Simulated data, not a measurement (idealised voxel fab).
process module | voxel capacitor over wiring
cross-section cut | 160 nm wide | cells 5 nm
A cross-section is a grid of square cells, given in bands from the top down. A band is one or more rows of cells.
Each band's line starts with the height of the band's top and of its bottom, in nm. Then come its materials from left to right, each with its width in nm. One material with "throughout" fills the band from edge to edge. "air" is empty space.
Height 0 is the level under which the wafer as received is all one material. The lowest band goes on downwards, as in "0 down".
A width such as "30 to 40" changes by the same amount from each row of cells to the next, from the band's top row to its bottom row.
"no change" after a step means that no cell of the cross-section changed.
closed voids: empty space of 8 cells or more with no open way to the top, each as width x height at its distance from the left edge, in nm
after a step's settings: what the simulator itself notes on the step
overlay nm, on a step with a mask: how far to the right of its planned place the mask lay; to the left if negative
plan
1 op RECEIVE | material Si
2 op CONFORMAL_DEP | material SiO2 | thk nm 10
3 op DIRECTIONAL_DEP | material TiN | thk nm 5
4 op DIRECTIONAL_DEP | material Ru | thk nm 20
5 op DIRECTIONAL_DEP | material aC | thk nm 15
6 op PATTERN | tone cover | mask id METAL_1 | material resist | width nm 25 | pitch nm 75 | thk nm 35 | overlay nm 0
7 op DIRECTIONAL_ETCH | etch materials aC | depth nm 15
8 op STRIP | etch materials resist
9 op DIRECTIONAL_ETCH | etch materials Ru | depth nm 20
10 op DIRECTIONAL_ETCH | etch materials TiN | depth nm 5
11 op STRIP | etch materials aC
12 op FILL_DEP | material lowk | thk nm 5
13 op CMP | height nm 35
14 op CONFORMAL_DEP | material SiCN | thk nm 5
15 op DIRECTIONAL_DEP | material SiO2 | thk nm 10
16 op DIRECTIONAL_DEP | material aC | thk nm 10
17 op PATTERN | tone open | mask id PLUG_1 | material resist | width nm 15 | thk nm 30 | overlay nm 0
18 op DIRECTIONAL_ETCH | etch materials aC | depth nm 10
19 op STRIP | etch materials resist
20 op DIRECTIONAL_ETCH | etch materials SiO2 | depth nm 10
21 op DIRECTIONAL_ETCH | etch materials SiCN | depth nm 5
22 op STRIP | etch materials aC
23 op CONFORMAL_DEP | material TiN | thk nm 5
24 op FILL_DEP | material Ru | thk nm 5
25 op CMP | height nm 50
26 op DIRECTIONAL_DEP | material TiN | thk nm 10
27 op DIRECTIONAL_DEP | material HfO2 | thk nm 5
28 op DIRECTIONAL_DEP | material TiN | thk nm 10
29 op MASKED_ETCH | tone cover | mask id UPPER_PLATE | width nm 55 | etch materials TiN | depth nm 10 | overlay nm 0
30 op MASKED_ETCH | tone cover | mask id UPPER_PLATE | width nm 55 | etch materials HfO2 | depth nm 5 | overlay nm 0
31 op PATTERN | tone cover | mask id LOWER_PLATE | material resist | width nm 65 | thk nm 20 | overlay nm 0
32 op DIRECTIONAL_ETCH | etch materials TiN | depth nm 10
33 op STRIP | etch materials resist
34 op FILL_DEP | material SiO2 | thk nm 20
35 op CMP | height nm 90
36 op PATTERN | tone open | mask id PLUG_2 | material resist | width nm 15 | thk nm 20 | overlay nm 0
37 op DIRECTIONAL_ETCH | etch materials SiO2 | depth nm 15
38 op STRIP | etch materials resist
39 op CONFORMAL_DEP | material TiN | thk nm 5
40 op FILL_DEP | material W | thk nm 5
41 op CMP | height nm 90
42 op CONFORMAL_DEP | material SiN | thk nm 5
first wafer, as planned
as received, after step 1
  0 down: Si throughout
  closed voids: none
after step 2
  10 to 0: SiO2 throughout
  below 0: unchanged
after step 3
  15 to 10: TiN throughout
  below 10: unchanged
after step 4
  35 to 15: Ru throughout
  below 15: unchanged
after step 5
  50 to 35: aC throughout
  below 35: unchanged
after step 6
  85 to 50: air 30 | resist 25 | air 50 | resist 25 | air 30
  below 50: unchanged
after step 7
  70 to 50: air 30 | resist 25 | air 50 | resist 25 | air 30
  50 to 35: air 30 | aC 25 | air 50 | aC 25 | air 30
  below 35: unchanged
after step 8
  50 to 35: air 30 | aC 25 | air 50 | aC 25 | air 30
  below 35: unchanged
after step 9
  50 to 35: air 30 | aC 25 | air 50 | aC 25 | air 30
  35 to 15: air 30 | Ru 25 | air 50 | Ru 25 | air 30
  below 15: unchanged
after step 10
  50 to 35: air 30 | aC 25 | air 50 | aC 25 | air 30
  35 to 15: air 30 | Ru 25 | air 50 | Ru 25 | air 30
  15 to 10: air 30 | TiN 25 | air 50 | TiN 25 | air 30
  below 10: unchanged
after step 11
  35 to 15: air 30 | Ru 25 | air 50 | Ru 25 | air 30
  below 15: unchanged
after step 12
  40 to 35: lowk throughout
  35 to 15: lowk 30 | Ru 25 | lowk 50 | Ru 25 | lowk 30
  15 to 10: lowk 30 | TiN 25 | lowk 50 | TiN 25 | lowk 30
  below 10: unchanged
after step 13
  35 to 15: lowk 30 | Ru 25 | lowk 50 | Ru 25 | lowk 30
  below 15: unchanged
after step 14
  40 to 35: SiCN throughout
  below 35: unchanged
after step 15
  50 to 40: SiO2 throughout
  below 40: unchanged
after step 16
  60 to 50: aC throughout
  below 50: unchanged
after step 17
  90 to 60: resist 40 | air 15 | resist 105
  below 60: unchanged
after step 18
  80 to 60: resist 40 | air 15 | resist 105
  60 to 50: aC 40 | air 15 | aC 105
  below 50: unchanged
after step 19
  60 to 50: aC 40 | air 15 | aC 105
  below 50: unchanged
after step 20
  60 to 50: aC 40 | air 15 | aC 105
  50 to 40: SiO2 40 | air 15 | SiO2 105
  below 40: unchanged
after step 21
  60 to 50: aC 40 | air 15 | aC 105
  50 to 40: SiO2 40 | air 15 | SiO2 105
  40 to 35: SiCN 40 | air 15 | SiCN 105
  below 35: unchanged
after step 22
  50 to 40: SiO2 40 | air 15 | SiO2 105
  below 40: unchanged
after step 23
  55 to 50: TiN 45 | air 5 | TiN 110
  50 to 40: SiO2 40 | TiN 5 | air 5 | TiN 5 | SiO2 105
  40 to 35: SiCN 40 | TiN 15 | SiCN 105
  below 35: unchanged
after step 24
  60 to 55: Ru throughout
  55 to 50: TiN 45 | Ru 5 | TiN 110
  50 to 40: SiO2 40 | TiN 5 | Ru 5 | TiN 5 | SiO2 105
  below 40: unchanged
after step 25
  50 to 40: SiO2 40 | TiN 5 | Ru 5 | TiN 5 | SiO2 105
  below 40: unchanged
after step 26
  60 to 50: TiN throughout
  below 50: unchanged
after step 27
  65 to 60: HfO2 throughout
  below 60: unchanged
after step 28
  75 to 65: TiN throughout
  below 65: unchanged
after step 29
  75 to 65: air 40 | TiN 55 | air 65
  below 65: unchanged
after step 30
  75 to 65: air 40 | TiN 55 | air 65
  65 to 60: air 40 | HfO2 55 | air 65
  below 60: unchanged
after step 31
  95 to 75: air 35 | resist 65 | air 60
  75 to 65: air 35 | resist 5 | TiN 55 | resist 5 | air 60
  65 to 60: air 35 | resist 5 | HfO2 55 | resist 5 | air 60
  below 60: unchanged
after step 32
  95 to 75: air 35 | resist 65 | air 60
  75 to 65: air 35 | resist 5 | TiN 55 | resist 5 | air 60
  65 to 60: air 35 | resist 5 | HfO2 55 | resist 5 | air 60
  60 to 50: air 35 | TiN 65 | air 60
  below 50: unchanged
after step 33
  75 to 65: air 40 | TiN 55 | air 65
  65 to 60: air 40 | HfO2 55 | air 65
  below 60: unchanged
after step 34
  95 to 75: SiO2 throughout
  75 to 65: SiO2 40 | TiN 55 | SiO2 65
  65 to 60: SiO2 40 | HfO2 55 | SiO2 65
  60 to 50: SiO2 35 | TiN 65 | SiO2 60
  below 50: unchanged
after step 35
  90 to 75: SiO2 throughout
  below 75: unchanged
after step 36
  110 to 90: resist 50 | air 15 | resist 95
  below 90: unchanged
after step 37
  110 to 90: resist 50 | air 15 | resist 95
  90 to 75: SiO2 50 | air 15 | SiO2 95
  below 75: unchanged
after step 38
  90 to 75: SiO2 50 | air 15 | SiO2 95
  below 75: unchanged
after step 39
  95 to 90: TiN 55 | air 5 | TiN 100
  90 to 80: SiO2 50 | TiN 5 | air 5 | TiN 5 | SiO2 95
  80 to 75: SiO2 50 | TiN 15 | SiO2 95
  below 75: unchanged
after step 40
  100 to 95: W throughout
  95 to 90: TiN 55 | W 5 | TiN 100
  90 to 80: SiO2 50 | TiN 5 | W 5 | TiN 5 | SiO2 95
  below 80: unchanged
after step 41
  90 to 80: SiO2 50 | TiN 5 | W 5 | TiN 5 | SiO2 95
  below 80: unchanged
after step 42
  95 to 90: SiN throughout
  below 90: unchanged
second wafer: like start, like plan, one mistake. Through step 35 it matches the first wafer
when step 36 should have ended
  110 to 90: air 50 | resist 15 | air 95
  below 90: unchanged
when step 37 should have ended
  110 to 90: air 50 | resist 15 | air 95
  90 to 75: air 50 | SiO2 15 | air 95
  below 75: unchanged
when step 38 should have ended
  90 to 75: air 50 | SiO2 15 | air 95
  below 75: unchanged
when step 39 should have ended
  95 to 90: air 45 | TiN 25 | air 90
  90 to 80: air 45 | TiN 5 | SiO2 15 | TiN 5 | air 90
  80 to 75: TiN 50 | SiO2 15 | TiN 95
  below 75: unchanged
when step 40 should have ended
  100 to 95: W throughout
  95 to 90: W 45 | TiN 25 | W 90
  90 to 80: W 45 | TiN 5 | SiO2 15 | TiN 5 | W 90
  below 80: unchanged
when step 41 should have ended
  90 to 80: W 45 | TiN 5 | SiO2 15 | TiN 5 | W 90
  below 80: unchanged
when step 42 should have ended
  95 to 90: SiN throughout
  below 90: unchanged
what went wrong: step 36 ran as: op PATTERN | tone cover | mask id PLUG_2 | material resist | width nm 15 | thk nm 20 | overlay nm 0
at the end the second wafer has, in cells: 78 fewer of SiO2 | 26 more of TiN | 52 more of W
